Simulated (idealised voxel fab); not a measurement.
Documented hereafter: the process module known as voxel quadruple lines.
Displayed cross-section: cut, width of 175 nm, square cells sized 5 nm.
Throughout this document, each cross-section is represented as a grid of square cells and is presented as a sequence of bands enumerated from the top downward, where a band comprises one or more rows of cells.
Band entry format. Leading values: height of top, height of bottom, nm. Remainder: materials in left-to-right order, each with its width in nm. Special words: "everywhere" on a single material, which then fills the band edge to edge; "empty", empty space.
Height datum 0, below which the as-received substrate wafer is one material. Lowest band open at the bottom, running downward: "0 nm and below".
The notation "30->40" denotes a width that varies across the rows of cells in the band, beginning at the first number in the top row, finishing at the second number in the bottom row, and changing by an identical amount from each row to the next.
It should be understood that the words "no alterations made", when stated for a given step, signify that the cross-section underwent no change in any of its cells during that step.
For the entry "Enclosed cavity list", the listed items are empty spaces with no open way to the top whose size is 8 cells or more; each item follows the pattern width x height at distance, where distance is from the left edge and all three are in nm.
Note: text after step settings on the step line = simulator remark on that step.
Each step line may optionally specify "overlay nm", which for a step with a mask gives the rightward distance between the mask's planned place and where it lay, a negative value indicating the leftward direction.

## Steps in the process plan
1) RECEIVE | material Si
2) CONFORMAL_DEP | material SiO2 | thk nm 5
3) DIRECTIONAL_DEP | material W | thk nm 15
4) DIRECTIONAL_DEP | material polySi | thk nm 15
5) DIRECTIONAL_DEP | material aC | thk nm 20
6) PATTERN | tone cover | mask id MANDREL | material resist | width nm 25 | thk nm 30 | overlay nm 0
7) DIRECTIONAL_ETCH | etch materials aC | depth nm 20
8) STRIP | etch materials resist
9) CONFORMAL_DEP | material SiO2 | thk nm 15
10) DIRECTIONAL_ETCH | etch materials SiO2 | depth nm 15
11) STRIP | etch materials aC
12) DIRECTIONAL_ETCH | etch materials polySi | depth nm 15
13) STRIP | etch materials SiO2
14) CONFORMAL_DEP | material SiCN | thk nm 5
15) DIRECTIONAL_ETCH | etch materials SiCN | depth nm 5
16) STRIP | etch materials polySi
17) DIRECTIONAL_ETCH | etch materials W | depth nm 15
18) STRIP | etch materials SiCN
19) FILL_DEP | material SiO2 | thk nm 5
20) CMP | height nm 20

## Delivered wafer in cross-section: state after step 1
> 0 nm and below = Si everywhere
> Enclosed cavity list: none

## Final cross-section, module run with one mistake (start and plan as above)
> 20 nm to 5 nm = SiO2: 55, then W: 5, then SiO2: 15, then W: 5, then SiO2: 20, then W: 5, then SiO2: 15, then W: 5, then SiO2: 50
> 5 nm to 0 nm = SiO2 everywhere
> 0 nm and below = Si everywhere
> Enclosed cavity list: none
Misprocessing identified: heads up, step 6 didn't go per plan, it actually ran as PATTERN | tone cover | mask id MANDREL | material resist | width nm 30 | thk nm 30 | overlay nm 0
